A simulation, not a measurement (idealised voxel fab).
Process module, titled voxel self aligned contacts
Cross-sectional view cut (width: 210 nm; square cell size: 5 nm).
Think of the cross-section as a grid of square cells. We describe it in bands, top to bottom, and each band covers one or more rows of those cells.
The entry gives the band's vertical extent as a top height and a bottom height in nm, then its horizontal make-up as materials from left to right, each with a width in nm. "empty" stands for empty space; a single material marked "everywhere" fills the band edge to edge.
Heads up on the height convention: 0 is the point under which the incoming wafer is all one material, and the lowest band has no bottom, it just keeps going down, like "0 nm and below".
Read "30..40" as a graded width: first number on top, second number at the bottom, same change between each pair of neighbouring rows.
Where the words "nothing altered" appear for a step, the cross-section shows no cell changed by that step; every cell remained as before.
"Unvented internal voids" specifies each empty space that is not open to the top and that occupies no fewer than 8 cells, using the form width x height at distance, the distance measured from the left edge and all three quantities in nm.
after a step's settings: what the simulator itself notes on the step
What "overlay nm" on a step's line means: if the step has a mask, that mask lay this far to the right of its planned place, or, when the value is negative, to the left.
### Intended process steps
1 RECEIVE: material Si
2 CONFORMAL_DEP: material SiO2, thk nm 5
3 DIRECTIONAL_DEP: material polySi, thk nm 20
4 DIRECTIONAL_DEP: material SiN, thk nm 25
5 PATTERN: tone cover, mask id GATE, material resist, width nm 25, pitch nm 65, thk nm 20, overlay nm 0
6 DIRECTIONAL_ETCH: etch materials SiN, depth nm 25
7 DIRECTIONAL_ETCH: etch materials polySi, depth nm 20
8 STRIP: etch materials resist
9 CONFORMAL_DEP: material SiN, thk nm 10
10 DIRECTIONAL_ETCH: etch materials SiN, depth nm 10
11 FILL_DEP: material SiO2, thk nm 15
12 CMP: height nm 60
13 PATTERN: tone open, mask id CONTACT, material resist, width nm 50, thk nm 20, overlay nm 0
14 DIRECTIONAL_ETCH: etch materials SiO2, depth nm 60
15 STRIP: etch materials resist
16 CONFORMAL_DEP: material TiN, thk nm 5
17 FILL_DEP: material W, thk nm 10
18 CMP: height nm 60
19 CONFORMAL_DEP: material SiCN, thk nm 5
### The cross-section here shows the wafer as received, i.e. in its state after step 1
  0 nm and below: Si everywhere
  Unvented internal voids: none
### Final wafer profile in cross-section after the module, from the same start and plan as above, with one mistake made during processing
  65 nm to 60 nm: SiCN everywhere
  60 nm to 50 nm: SiO2=85, then TiN=5..15, then W=30..10, then TiN=5..15, then SiO2=85
  50 nm to 25 nm: SiO2=50, then SiN=45, then TiN=5, then W=10, then TiN=5, then SiN=45, then SiO2=50
  25 nm to 5 nm: SiO2=50, then SiN=10, then polySi=25, then SiN=10, then TiN=5, then W=10, then TiN=5, then SiN=10, then polySi=25, then SiN=10, then SiO2=50
  5 nm to 0 nm: SiO2=95, then TiN=20, then SiO2=95
  0 nm and below: Si everywhere
  Unvented internal voids: none
What was the processing mistake? contrary to plan, step 13 was performed as PATTERN: tone open, mask id CONTACT, material resist, width nm 40, thk nm 20, overlay nm 0
